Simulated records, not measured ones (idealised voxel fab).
voxel self aligned vias: a process module
The cross-section on display is named cut; it measures 295 nm wide, and its cells are 5 nm squares.
We lay out every cross-section as a grid of square cells and spell it out in bands from the top down, where one band means one or more rows of cells. Quick guide to a band line: top height, bottom height (nm) up front; then every material left to right with its width in nm. Only one material and it's marked "throughout"? Then it fills the band edge to edge. And "blank" just means empty space. Heights are expressed relative to 0, this being the level below which the as-received wafer comprises one material exclusively. The lowest band is unbounded in the downward direction and is denoted as in "0 -> down". Top row gets the first number, bottom row gets the second, and each row in between changes by the same step: that is how a band width like "30..40" works. No cell of the cross-section changed in a step that is given as "stayed the same". If an empty space has no open way to the top and is at least 8 cells in size, "Fully closed voids" lists it, written width x height at distance, where distance is measured from the left edge and every value is in nm. On each step's line, the part that comes after the settings is the simulator's own comment on the step. Among the settings permitted on a step's line is "overlay nm"; applied to a step with a mask, it specifies the extent to which the mask lay to the right of its planned position, whereas a negative figure signifies a position to the left.
The process steps that were planned are listed below
1 op RECEIVE | material Si
2 op CONFORMAL_DEP | material SiO2 | thk nm 10
3 op CONFORMAL_DEP | material SiCN | thk nm 5
4 op DIRECTIONAL_DEP | material lowk | thk nm 30
5 op DIRECTIONAL_DEP | material aC | thk nm 10
6 op PATTERN | tone open | mask id LINES | material resist | width nm 20 | pitch nm 55 | thk nm 25 | overlay nm 0
7 op DIRECTIONAL_ETCH | etch materials aC | depth nm 10
8 op STRIP | etch materials resist
9 op DIRECTIONAL_ETCH | etch materials lowk | depth nm 30
10 op STRIP | etch materials aC
11 op CONFORMAL_DEP | material TiN | thk nm 5
12 op FILL_DEP | material Ru | thk nm 5
13 op CMP | height nm 45
14 op SELECTIVE_ETCH | etch materials W Ru TiN | depth nm 5
15 op FILL_DEP | material SiN | thk nm 5
16 op CMP | height nm 45
17 op DIRECTIONAL_DEP | material lowk | thk nm 15
18 op DIRECTIONAL_DEP | material aC | thk nm 15
19 op PATTERN | tone open | mask id VIAS | material resist | width nm 30 | thk nm 30 | overlay nm -15
20 op DIRECTIONAL_ETCH | etch materials aC | depth nm 15
21 op STRIP | etch materials resist
22 op DIRECTIONAL_ETCH | etch materials lowk | depth nm 15
23 op DIRECTIONAL_ETCH | etch materials SiN | depth nm 5
24 op STRIP | etch materials aC
25 op CONFORMAL_DEP | material TiN | thk nm 5
26 op FILL_DEP | material Cu | thk nm 5
27 op CMP | height nm 60
28 op CONFORMAL_DEP | material SiN | thk nm 5
Variable across wafers: step 19 overlay nm (plan value is that of the first wafer; starting state common to all).
This is how the first of several wafers looked in cross-section when it arrived, which is after step 1
	0 -> down = Si throughout
	Fully closed voids: none
Here is how to read the rows: every wafer has a row, and it shows the wafer at the end of the module, giving for each material how many cells were gained (+) or lost (-) since the wafer was received, then listing its closed voids
overlay nm -15; +8 Cu; +16 Ru; +59 SiCN; +65 SiN; +118 SiO2; +36 TiN; +465 lowk; Fully closed voids: none
overlay nm -10; +9 Cu; +16 Ru; +59 SiCN; +64 SiN; +118 SiO2; +36 TiN; +465 lowk; Fully closed voids: none
overlay nm -5; +10 Cu; +16 Ru; +59 SiCN; +63 SiN; +118 SiO2; +36 TiN; +465 lowk; Fully closed voids: none
overlay nm 0; +10 Cu; +16 Ru; +59 SiCN; +63 SiN; +118 SiO2; +36 TiN; +465 lowk; Fully closed voids: none
overlay nm 5; +10 Cu; +16 Ru; +59 SiCN; +63 SiN; +118 SiO2; +36 TiN; +465 lowk; Fully closed voids: none
overlay nm 10; +9 Cu; +16 Ru; +59 SiCN; +64 SiN; +118 SiO2; +36 TiN; +465 lowk; Fully closed voids: none
overlay nm 15; +8 Cu; +16 Ru; +59 SiCN; +65 SiN; +118 SiO2; +36 TiN; +465 lowk; Fully closed voids: none
